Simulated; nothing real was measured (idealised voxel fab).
Process module name: voxel tone inversion
The width of the displayed cross-section, cut, is 195 nm; its cells are square, with a size of 5 nm.
A cross-section is written here as square cells arranged in a grid, and it is given in bands from the top down, each band taking up one or more rows of cells.
Top, bottom (nm), then materials left to right with widths (nm); lone material tagged "full width" fills the whole band edge to edge; "air" = empty space.
Height 0 is the level under which the wafer as received is all one material. The lowest band goes on downwards, as in "z 0 and below".
With a width like "30..40", each row of cells in the band differs from the next by the same amount, the top row carrying the first number and the bottom row the second.
Where a step carries "same as before", the cross-section came out of it unchanged, cell for cell.
Listed in "Unvented cavities": every empty space of 8 or more cells without an open way to the top. Form: width x height at distance, the distance being from the left edge, all in nm.
Anything after a step's settings on that line? It's the simulator's own note about the step.
overlay nm: mask offset rightward from planned place, masked step; negative means leftward offset.
These are the steps we planned for the process:
1. RECEIVE,material Si
2. CONFORMAL_DEP,material SiCN,thk nm 10
3. DIRECTIONAL_DEP,material polySi,thk nm 15
4. PATTERN,tone cover,mask id POSTS,material resist,width nm 20,pitch nm 35,thk nm 25,overlay nm 0
5. DIRECTIONAL_ETCH,etch materials polySi,depth nm 15
6. STRIP,etch materials resist
7. FILL_DEP,material SiO2,thk nm 5
8. CMP,height nm 25
9. STRIP,etch materials polySi
10. CONFORMAL_DEP,material TiN,thk nm 5
11. FILL_DEP,material Cu,thk nm 5
12. CMP,height nm 25
13. CONFORMAL_DEP,material SiCN,thk nm 5
First wafer, two in total, run as planned:
Cross-section: wafer on arrival = after step 1:
    z 0 and below: Si full width
    Unvented cavities: none
Cross-sectional representation of the wafer at the conclusion of step 2:
    z 10 to 0: SiCN full width
    No changes below 0.
Cross-sectional representation of the wafer at the conclusion of step 3:
    z 25 to 10: polySi full width
    No changes below 10.
Cross-sectional representation of the wafer at the conclusion of step 4:
    z 50 to 25: air 35, then resist 20, then air 15, then resist 20, then air 15, then resist 20, then air 15, then resist 20, then air 35
    No changes below 25.
Cross-sectional representation of the wafer at the conclusion of step 5:
    z 50 to 25: air 35, then resist 20, then air 15, then resist 20, then air 15, then resist 20, then air 15, then resist 20, then air 35
    z 25 to 10: air 35, then polySi 20, then air 15, then polySi 20, then air 15, then polySi 20, then air 15, then polySi 20, then air 35
    No changes below 10.
Cross-sectional representation of the wafer at the conclusion of step 6:
    z 25 to 10: air 35, then polySi 20, then air 15, then polySi 20, then air 15, then polySi 20, then air 15, then polySi 20, then air 35
    No changes below 10.
Cross-sectional representation of the wafer at the conclusion of step 7:
    z 30 to 25: SiO2 full width
    z 25 to 10: SiO2 35, then polySi 20, then SiO2 15, then polySi 20, then SiO2 15, then polySi 20, then SiO2 15, then polySi 20, then SiO2 35
    No changes below 10.
Cross-sectional representation of the wafer at the conclusion of step 8:
    z 25 to 10: SiO2 35, then polySi 20, then SiO2 15, then polySi 20, then SiO2 15, then polySi 20, then SiO2 15, then polySi 20, then SiO2 35
    No changes below 10.
Cross-sectional representation of the wafer at the conclusion of step 9:
    z 25 to 10: SiO2 35, then air 20, then SiO2 15, then air 20, then SiO2 15, then air 20, then SiO2 15, then air 20, then SiO2 35
    No changes below 10.
Cross-sectional representation of the wafer at the conclusion of step 10:
    z 30 to 25: TiN 40, then air 10, then TiN 25, then air 10, then TiN 25, then air 10, then TiN 25, then air 10, then TiN 40
    z 25 to 15: SiO2 35, then TiN 5, then air 10, then TiN 5, then SiO2 15, then TiN 5, then air 10, then TiN 5, then SiO2 15, then TiN 5, then air 10, then TiN 5, then SiO2 15, then TiN 5, then air 10, then TiN 5, then SiO2 35
    z 15 to 10: SiO2 35, then TiN 20, then SiO2 15, then TiN 20, then SiO2 15, then TiN 20, then SiO2 15, then TiN 20, then SiO2 35
    No changes below 10.
Cross-sectional representation of the wafer at the conclusion of step 11:
    z 35 to 30: Cu full width
    z 30 to 25: TiN 40, then Cu 10, then TiN 25, then Cu 10, then TiN 25, then Cu 10, then TiN 25, then Cu 10, then TiN 40
    z 25 to 15: SiO2 35, then TiN 5, then Cu 10, then TiN 5, then SiO2 15, then TiN 5, then Cu 10, then TiN 5, then SiO2 15, then TiN 5, then Cu 10, then TiN 5, then SiO2 15, then TiN 5, then Cu 10, then TiN 5, then SiO2 35
    No changes below 15.
Cross-sectional representation of the wafer at the conclusion of step 12:
    z 25 to 15: SiO2 35, then TiN 5, then Cu 10, then TiN 5, then SiO2 15, then TiN 5, then Cu 10, then TiN 5, then SiO2 15, then TiN 5, then Cu 10, then TiN 5, then SiO2 15, then TiN 5, then Cu 10, then TiN 5, then SiO2 35
    No changes below 15.
Cross-sectional representation of the wafer at the conclusion of step 13:
    z 30 to 25: SiCN full width
    No changes below 25.
Second wafer, same starting state and plan as the first, one mistake in the run, identical through step 3:
X-section, second wafer, when step 4 was due to finish:
    z 50 to 25: air 40, then resist 15, then air 20, then resist 15, then air 20, then resist 15, then air 20, then resist 15, then air 35
    No changes below 25.
X-section, second wafer, when step 5 was due to finish:
    z 50 to 25: air 40, then resist 15, then air 20, then resist 15, then air 20, then resist 15, then air 20, then resist 15, then air 35
    z 25 to 10: air 40, then polySi 15, then air 20, then polySi 15, then air 20, then polySi 15, then air 20, then polySi 15, then air 35
    No changes below 10.
X-section, second wafer, when step 6 was due to finish:
    z 25 to 10: air 40, then polySi 15, then air 20, then polySi 15, then air 20, then polySi 15, then air 20, then polySi 15, then air 35
    No changes below 10.
X-section, second wafer, when step 7 was due to finish:
    z 30 to 25: SiO2 full width
    z 25 to 10: SiO2 40, then polySi 15, then SiO2 20, then polySi 15, then SiO2 20, then polySi 15, then SiO2 20, then polySi 15, then SiO2 35
    No changes below 10.
X-section, second wafer, when step 8 was due to finish:
    z 25 to 10: SiO2 40, then polySi 15, then SiO2 20, then polySi 15, then SiO2 20, then polySi 15, then SiO2 20, then polySi 15, then SiO2 35
    No changes below 10.
X-section, second wafer, when step 9 was due to finish:
    z 25 to 10: SiO2 40, then air 15, then SiO2 20, then air 15, then SiO2 20, then air 15, then SiO2 20, then air 15, then SiO2 35
    No changes below 10.
X-section, second wafer, when step 10 was due to finish:
    z 30 to 25: TiN 45, then air 5, then TiN 30, then air 5, then TiN 30, then air 5, then TiN 30, then air 5, then TiN 40
    z 25 to 15: SiO2 40, then TiN 5, then air 5, then TiN 5, then SiO2 20, then TiN 5, then air 5, then TiN 5, then SiO2 20, then TiN 5, then air 5, then TiN 5, then SiO2 20, then TiN 5, then air 5, then TiN 5, then SiO2 35
    z 15 to 10: SiO2 40, then TiN 15, then SiO2 20, then TiN 15, then SiO2 20, then TiN 15, then SiO2 20, then TiN 15, then SiO2 35
    No changes below 10.
X-section, second wafer, when step 11 was due to finish:
    z 35 to 30: Cu full width
    z 30 to 25: TiN 45, then Cu 5, then TiN 30, then Cu 5, then TiN 30, then Cu 5, then TiN 30, then Cu 5, then TiN 40
    z 25 to 15: SiO2 40, then TiN 5, then Cu 5, then TiN 5, then SiO2 20, then TiN 5, then Cu 5, then TiN 5, then SiO2 20, then TiN 5, then Cu 5, then TiN 5, then SiO2 20, then TiN 5, then Cu 5, then TiN 5, then SiO2 35
    No changes below 15.
X-section, second wafer, when step 12 was due to finish:
    z 25 to 15: SiO2 40, then TiN 5, then Cu 5, then TiN 5, then SiO2 20, then TiN 5, then Cu 5, then TiN 5, then SiO2 20, then TiN 5, then Cu 5, then TiN 5, then SiO2 20, then TiN 5, then Cu 5, then TiN 5, then SiO2 35
    No changes below 15.
X-section, second wafer, when step 13 was due to finish:
    z 30 to 25: SiCN full width
    No changes below 25.
The mistake made against the process plan was this: step 4, actual vs plan mismatch, actual run PATTERN,tone cover,mask id POSTS,material resist,width nm 15,pitch nm 35,thk nm 25,overlay nm 0
At the finish, the second wafer shows more or fewer cells for some materials than the first does: Cu -8, SiO2 +12, TiN -4
